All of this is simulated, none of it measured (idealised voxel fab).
Herein follows the process module entitled voxel capacitor over wiring.
The figure presents cross-section cut, which has a width of 210 nm and is divided into square cells with an edge length of 5 nm.
A cross-section in this document is a grid of square cells, and it is written down as bands, the top band listed before the ones below it; a band is made up of one or more rows of cells.
Per band: top height and bottom height in nm, followed by the left-to-right materials and their widths in nm; "all across" marks a single material spanning edge to edge, "empty" marks empty space.
Height datum 0, below which the as-received substrate wafer is one material. Lowest band open at the bottom, running downward: "from 0 down".
A width given as "30->40" starts at the first number in the band's top row and ends at the second number in its bottom row, shifting by an equal amount at every step from row to row.
Step note "left unchanged" = no cross-section cell changed.
Any empty space of 8 cells or more lacking an open way to the top shows up in "Sealed voids" as width x height at distance, distance from the left edge, in nm.
Step line, after settings: the simulator's comment on this step.
Each step line may optionally specify "overlay nm", which for a step with a mask gives the rightward distance between the mask's planned place and where it lay, a negative value indicating the leftward direction.
**These are the steps we planned for the process**
1. RECEIVE (material Si)
2. CONFORMAL_DEP (material SiO2; thk nm 10)
3. CONFORMAL_DEP (material SiCN; thk nm 5)
4. DIRECTIONAL_DEP (material lowk; thk nm 15)
5. MASKED_ETCH (tone open; mask id METAL_1; width nm 30; pitch nm 95; etch materials lowk; depth nm 15; overlay nm 0)
6. MASKED_ETCH (tone open; mask id METAL_1; width nm 30; pitch nm 95; etch materials SiCN; depth nm 5; overlay nm 0)
7. CONFORMAL_DEP (material TiN; thk nm 5)
8. FILL_DEP (material Ru; thk nm 5)
9. CMP (height nm 30)
10. CONFORMAL_DEP (material SiCN; thk nm 5)
11. DIRECTIONAL_DEP (material lowk; thk nm 15)
12. PATTERN (tone open; mask id PLUG_1; material resist; width nm 15; thk nm 15; overlay nm 0)
13. DIRECTIONAL_ETCH (etch materials lowk; depth nm 15)
14. DIRECTIONAL_ETCH (etch materials SiCN; depth nm 5)
15. STRIP (etch materials resist)
16. CONFORMAL_DEP (material TiN; thk nm 5)
17. FILL_DEP (material Ru; thk nm 10)
18. CMP (height nm 50)
19. DIRECTIONAL_DEP (material TiN; thk nm 5)
20. DIRECTIONAL_DEP (material Al2O3; thk nm 5)
21. DIRECTIONAL_DEP (material TiN; thk nm 5)
22. PATTERN (tone cover; mask id UPPER_PLATE; material resist; width nm 70; thk nm 20; overlay nm 0)
23. DIRECTIONAL_ETCH (etch materials TiN; depth nm 5)
24. DIRECTIONAL_ETCH (etch materials Al2O3; depth nm 5)
25. STRIP (etch materials resist)
26. MASKED_ETCH (tone cover; mask id LOWER_PLATE; width nm 80; etch materials TiN; depth nm 5; overlay nm 0)
27. FILL_DEP (material SiO2; thk nm 15)
28. CMP (height nm 75)
29. MASKED_ETCH (tone open; mask id PLUG_2; width nm 15; etch materials SiO2; depth nm 10; overlay nm 0)
30. CONFORMAL_DEP (material TiN; thk nm 5)
31. FILL_DEP (material W; thk nm 10)
32. CMP (height nm 75)
33. CONFORMAL_DEP (material SiCN; thk nm 5)
**As received (post step 1): cross-section**
* from 0 down  Si all across
* Sealed voids: none
**Wafer cross-section at end of module: start and plan as shown above, one execution error**
* from 80 to 75  SiCN all across
* from 75 to 70  65 nm SiO2; 5 nm TiN; 5 nm W; 5 nm TiN; 130 nm SiO2
* from 70 to 60  65->55 nm SiO2; 15->70 nm TiN; 130->85 nm SiO2
* from 60 to 55  55 nm SiO2; 70 nm Al2O3; 85 nm SiO2
* from 55 to 50  50 nm SiO2; 80 nm TiN; 80 nm SiO2
* from 50 to 45  60 nm TiN; 5 nm Ru; 145 nm TiN
* from 45 to 35  55 nm lowk; 5 nm TiN; 5 nm Ru; 5 nm TiN; 140 nm lowk
* from 35 to 30  55 nm SiCN; 15 nm TiN; 140 nm SiCN
* from 30 to 15  40 nm lowk; 5 nm TiN; 20 nm Ru; 5 nm TiN; 65 nm lowk; 5 nm TiN; 20 nm Ru; 5 nm TiN; 45 nm lowk
* from 15 to 10  40 nm SiCN; 30 nm TiN; 65 nm SiCN; 30 nm TiN; 45 nm SiCN
* from 10 to 0  SiO2 all across
* from 0 down  Si all across
* Sealed voids: none
So what did we get wrong on this run? off-plan run, step 11, actual operation and settings DIRECTIONAL_DEP (material lowk; thk nm 10)
